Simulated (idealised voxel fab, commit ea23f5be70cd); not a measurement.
The name of this process module is voxel self aligned vias.
Pictured: cross-section cut, 285 nm wide, on a grid of 5 nm square cells.
A cross-section is written here as square cells arranged in a grid, and it is given in bands from the top down, each band taking up one or more rows of cells.
In this notation a band is specified by the heights of its top and bottom, in that order and in nm, after which its materials appear from left to right, each paired with its width in nm. The word "edge to edge" attached to a single material means that material fills the band from edge to edge; the word "blank" stands for empty space.
Measure heights from 0. That's the level where, below it, the as-received wafer is all one material. The lowest band is bottomless and extends downward; write it as in "0 -> down".
Width: "30..40" (first number = top row, second number = bottom row, same change from row to row of cells).
Where a step carries "remained the same", the cross-section came out of it unchanged, cell for cell.
The list in "Trapped void list" covers empty spaces of 8 cells or more that cannot reach the top through any open way, and it gives each as width x height at distance; the distance is from the left edge, and width, height and distance are in nm.
Formally, on a step line, whatever follows the settings is a remark that the simulator itself makes on the step.
overlay nm: for a step with a mask, the amount by which the mask lay right of where it was planned; a negative amount means left of it.
[The process steps that were planned are listed below]
1,op RECEIVE | material Si
2,op CONFORMAL_DEP | material SiO2 | thk nm 15
3,op CONFORMAL_DEP | material SiCN | thk nm 5
4,op DIRECTIONAL_DEP | material SiO2 | thk nm 20
5,op PATTERN | tone open | mask id LINES | material resist | width nm 20 | pitch nm 45 | thk nm 15 | overlay nm 0
6,op DIRECTIONAL_ETCH | etch materials SiO2 | depth nm 20
7,op STRIP | etch materials resist
8,op CONFORMAL_DEP | material TiN | thk nm 5
9,op FILL_DEP | material W | thk nm 5
10,op CMP | height nm 40
11,op SELECTIVE_ETCH | etch materials W Ru TiN | depth nm 5
12,op FILL_DEP | material SiN | thk nm 10
13,op CMP | height nm 40
14,op DIRECTIONAL_DEP | material SiO2 | thk nm 15
15,op DIRECTIONAL_DEP | material aC | thk nm 15
16,op PATTERN | tone open | mask id VIAS | material resist | width nm 30 | thk nm 30 | overlay nm 0
17,op DIRECTIONAL_ETCH | etch materials aC | depth nm 15
18,op STRIP | etch materials resist
19,op DIRECTIONAL_ETCH | etch materials SiO2 | depth nm 15
20,op DIRECTIONAL_ETCH | etch materials SiN | depth nm 5
21,op STRIP | etch materials aC
22,op CONFORMAL_DEP | material TiN | thk nm 5
23,op FILL_DEP | material W | thk nm 5
24,op CMP | height nm 55
25,op CONFORMAL_DEP | material SiN | thk nm 5
[first wafer, as planned]
[Cross-section: wafer on arrival = after step 1]
	0 -> down = Si edge to edge
	Trapped void list: none
[Once step 2 is through, the wafer looks like this in cross-section]
	15 -> 0 = SiO2 edge to edge
	Below 0, the layers are the same as they were.
[Once step 3 is through, the wafer looks like this in cross-section]
	20 -> 15 = SiCN edge to edge
	Below 15, the layers are the same as they were.
[Once step 4 is through, the wafer looks like this in cross-section]
	40 -> 20 = SiO2 edge to edge
	Below 20, the layers are the same as they were.
[Once step 5 is through, the wafer looks like this in cross-section]
	55 -> 40 = 110 resist  20 blank  25 resist  20 blank  110 resist
	Below 40, the layers are the same as they were.
[Once step 6 is through, the wafer looks like this in cross-section]
	55 -> 40 = 110 resist  20 blank  25 resist  20 blank  110 resist
	40 -> 20 = 110 SiO2  20 blank  25 SiO2  20 blank  110 SiO2
	Below 20, the layers are the same as they were.
[Once step 7 is through, the wafer looks like this in cross-section]
	40 -> 20 = 110 SiO2  20 blank  25 SiO2  20 blank  110 SiO2
	Below 20, the layers are the same as they were.
[Once step 8 is through, the wafer looks like this in cross-section]
	45 -> 40 = 115 TiN  10 blank  35 TiN  10 blank  115 TiN
	40 -> 25 = 110 SiO2  5 TiN  10 blank  5 TiN  25 SiO2  5 TiN  10 blank  5 TiN  110 SiO2
	25 -> 20 = 110 SiO2  20 TiN  25 SiO2  20 TiN  110 SiO2
	Below 20, the layers are the same as they were.
[Once step 9 is through, the wafer looks like this in cross-section]
	50 -> 45 = W edge to edge
	45 -> 40 = 115 TiN  10 W  35 TiN  10 W  115 TiN
	40 -> 25 = 110 SiO2  5 TiN  10 W  5 TiN  25 SiO2  5 TiN  10 W  5 TiN  110 SiO2
	Below 25, the layers are the same as they were.
[Once step 10 is through, the wafer looks like this in cross-section]
	40 -> 25 = 110 SiO2  5 TiN  10 W  5 TiN  25 SiO2  5 TiN  10 W  5 TiN  110 SiO2
	Below 25, the layers are the same as they were.
[Once step 11 is through, the wafer looks like this in cross-section]
	40 -> 35 = 110 SiO2  20 blank  25 SiO2  20 blank  110 SiO2
	Below 35, the layers are the same as they were.
[Once step 12 is through, the wafer looks like this in cross-section]
	50 -> 40 = SiN edge to edge
	40 -> 35 = 110 SiO2  20 SiN  25 SiO2  20 SiN  110 SiO2
	Below 35, the layers are the same as they were.
[Once step 13 is through, the wafer looks like this in cross-section]
	40 -> 35 = 110 SiO2  20 SiN  25 SiO2  20 SiN  110 SiO2
	Below 35, the layers are the same as they were.
[Once step 14 is through, the wafer looks like this in cross-section]
	55 -> 40 = SiO2 edge to edge
	Below 40, the layers are the same as they were.
[Once step 15 is through, the wafer looks like this in cross-section]
	70 -> 55 = aC edge to edge
	Below 55, the layers are the same as they were.
[Once step 16 is through, the wafer looks like this in cross-section]
	100 -> 70 = 105 resist  30 blank  150 resist
	Below 70, the layers are the same as they were.
[Once step 17 is through, the wafer looks like this in cross-section]
	85 -> 70 = 105 resist  30 blank  150 resist
	70 -> 55 = 105 aC  30 blank  150 aC
	Below 55, the layers are the same as they were.
[Once step 18 is through, the wafer looks like this in cross-section]
	70 -> 55 = 105 aC  30 blank  150 aC
	Below 55, the layers are the same as they were.
[Once step 19 is through, the wafer looks like this in cross-section]
	70 -> 55 = 105 aC  30 blank  150 aC
	55 -> 40 = 105 SiO2  30 blank  150 SiO2
	Below 40, the layers are the same as they were.
[Once step 20 is through, the wafer looks like this in cross-section]
	70 -> 55 = 105 aC  30 blank  150 aC
	55 -> 40 = 105 SiO2  30 blank  150 SiO2
	40 -> 35 = 110 SiO2  20 blank  25 SiO2  20 SiN  110 SiO2
	Below 35, the layers are the same as they were.
[Once step 21 is through, the wafer looks like this in cross-section]
	55 -> 40 = 105 SiO2  30 blank  150 SiO2
	Below 40, the layers are the same as they were.
[Once step 22 is through, the wafer looks like this in cross-section]
	60 -> 55 = 110 TiN  20 blank  155 TiN
	55 -> 45 = 105 SiO2  5 TiN  20 blank  5 TiN  150 SiO2
	45 -> 40 = 105 SiO2  10 TiN  10 blank  10 TiN  150 SiO2
	40 -> 35 = 110 SiO2  20 TiN  25 SiO2  20 SiN  110 SiO2
	Below 35, the layers are the same as they were.
[Once step 23 is through, the wafer looks like this in cross-section]
	65 -> 60 = W edge to edge
	60 -> 55 = 110 TiN  20 W  155 TiN
	55 -> 45 = 105 SiO2  5 TiN  20 W  5 TiN  150 SiO2
	45 -> 40 = 105 SiO2  10 TiN  10 W  10 TiN  150 SiO2
	Below 40, the layers are the same as they were.
[Once step 24 is through, the wafer looks like this in cross-section]
	55 -> 45 = 105 SiO2  5 TiN  20 W  5 TiN  150 SiO2
	Below 45, the layers are the same as they were.
[Once step 25 is through, the wafer looks like this in cross-section]
	60 -> 55 = SiN edge to edge
	Below 55, the layers are the same as they were.
[The remaining wafer, second of the two, started like the first and was run to the same plan, except that one mistake was made along the way; the two coincide through step 4, inclusive]
[Planned end of step 5: second wafer, cross-section]
	55 -> 40 = 110 blank  20 resist  25 blank  20 resist  110 blank
	Below 40, the layers are the same as they were.
[Planned end of step 6: second wafer, cross-section]
	55 -> 40 = 110 blank  20 resist  25 blank  20 resist  110 blank
	40 -> 20 = 110 blank  20 SiO2  25 blank  20 SiO2  110 blank
	Below 20, the layers are the same as they were.
[Planned end of step 7: second wafer, cross-section]
	40 -> 20 = 110 blank  20 SiO2  25 blank  20 SiO2  110 blank
	Below 20, the layers are the same as they were.
[Planned end of step 8: second wafer, cross-section]
	45 -> 40 = 105 blank  30 TiN  15 blank  30 TiN  105 blank
	40 -> 25 = 105 blank  5 TiN  20 SiO2  5 TiN  15 blank  5 TiN  20 SiO2  5 TiN  105 blank
	25 -> 20 = 110 TiN  20 SiO2  25 TiN  20 SiO2  110 TiN
	Below 20, the layers are the same as they were.
[Planned end of step 9: second wafer, cross-section]
	50 -> 45 = W edge to edge
	45 -> 40 = 105 W  30 TiN  15 W  30 TiN  105 W
	40 -> 25 = 105 W  5 TiN  20 SiO2  5 TiN  15 W  5 TiN  20 SiO2  5 TiN  105 W
	Below 25, the layers are the same as they were.
[Planned end of step 10: second wafer, cross-section]
	40 -> 25 = 105 W  5 TiN  20 SiO2  5 TiN  15 W  5 TiN  20 SiO2  5 TiN  105 W
	Below 25, the layers are the same as they were.
[Planned end of step 11: second wafer, cross-section]
	40 -> 35 = 110 blank  20 SiO2  25 blank  20 SiO2  110 blank
	Below 35, the layers are the same as they were.
[Planned end of step 12: second wafer, cross-section]
	50 -> 40 = SiN edge to edge
	40 -> 35 = 110 SiN  20 SiO2  25 SiN  20 SiO2  110 SiN
	Below 35, the layers are the same as they were.
[Planned end of step 13: second wafer, cross-section]
	40 -> 35 = 110 SiN  20 SiO2  25 SiN  20 SiO2  110 SiN
	Below 35, the layers are the same as they were.
[Planned end of step 14: second wafer, cross-section]
	55 -> 40 = SiO2 edge to edge
	Below 40, the layers are the same as they were.
[Planned end of step 15: second wafer, cross-section]
	70 -> 55 = aC edge to edge
	Below 55, the layers are the same as they were.
[Planned end of step 16: second wafer, cross-section]
	100 -> 70 = 105 resist  30 blank  150 resist
	Below 70, the layers are the same as they were.
[Planned end of step 17: second wafer, cross-section]
	85 -> 70 = 105 resist  30 blank  150 resist
	70 -> 55 = 105 aC  30 blank  150 aC
	Below 55, the layers are the same as they were.
[Planned end of step 18: second wafer, cross-section]
	70 -> 55 = 105 aC  30 blank  150 aC
	Below 55, the layers are the same as they were.
[Planned end of step 19: second wafer, cross-section]
	70 -> 55 = 105 aC  30 blank  150 aC
	55 -> 40 = 105 SiO2  30 blank  150 SiO2
	Below 40, the layers are the same as they were.
[Planned end of step 20: second wafer, cross-section]
	70 -> 55 = 105 aC  30 blank  150 aC
	55 -> 40 = 105 SiO2  30 blank  150 SiO2
	40 -> 35 = 105 SiN  5 blank  20 SiO2  5 blank  20 SiN  20 SiO2  110 SiN
	Below 35, the layers are the same as they were.
[Planned end of step 21: second wafer, cross-section]
	55 -> 40 = 105 SiO2  30 blank  150 SiO2
	Below 40, the layers are the same as they were.
[Planned end of step 22: second wafer, cross-section]
	60 -> 55 = 110 TiN  20 blank  155 TiN
	55 -> 45 = 105 SiO2  5 TiN  20 blank  5 TiN  150 SiO2
	45 -> 40 = 105 SiO2  30 TiN  150 SiO2
	40 -> 35 = 105 SiN  5 TiN  20 SiO2  5 TiN  20 SiN  20 SiO2  110 SiN
	Below 35, the layers are the same as they were.
[Planned end of step 23: second wafer, cross-section]
	65 -> 60 = W edge to edge
	60 -> 55 = 110 TiN  20 W  155 TiN
	55 -> 45 = 105 SiO2  5 TiN  20 W  5 TiN  150 SiO2
	Below 45, the layers are the same as they were.
[Planned end of step 24: second wafer, cross-section]
	55 -> 45 = 105 SiO2  5 TiN  20 W  5 TiN  150 SiO2
	Below 45, the layers are the same as they were.
[Planned end of step 25: second wafer, cross-section]
	60 -> 55 = SiN edge to edge
	Below 55, the layers are the same as they were.
In executing the process, a mistake was made relative to the plan: step 5 deviated from plan and actually ran as op PATTERN | tone cover | mask id LINES | material resist | width nm 20 | pitch nm 45 | thk nm 15 | overlay nm 0
Final tally in cells, some materials are higher or lower on the second wafer than on the first: +43 SiN; -164 SiO2; +41 TiN; +80 W
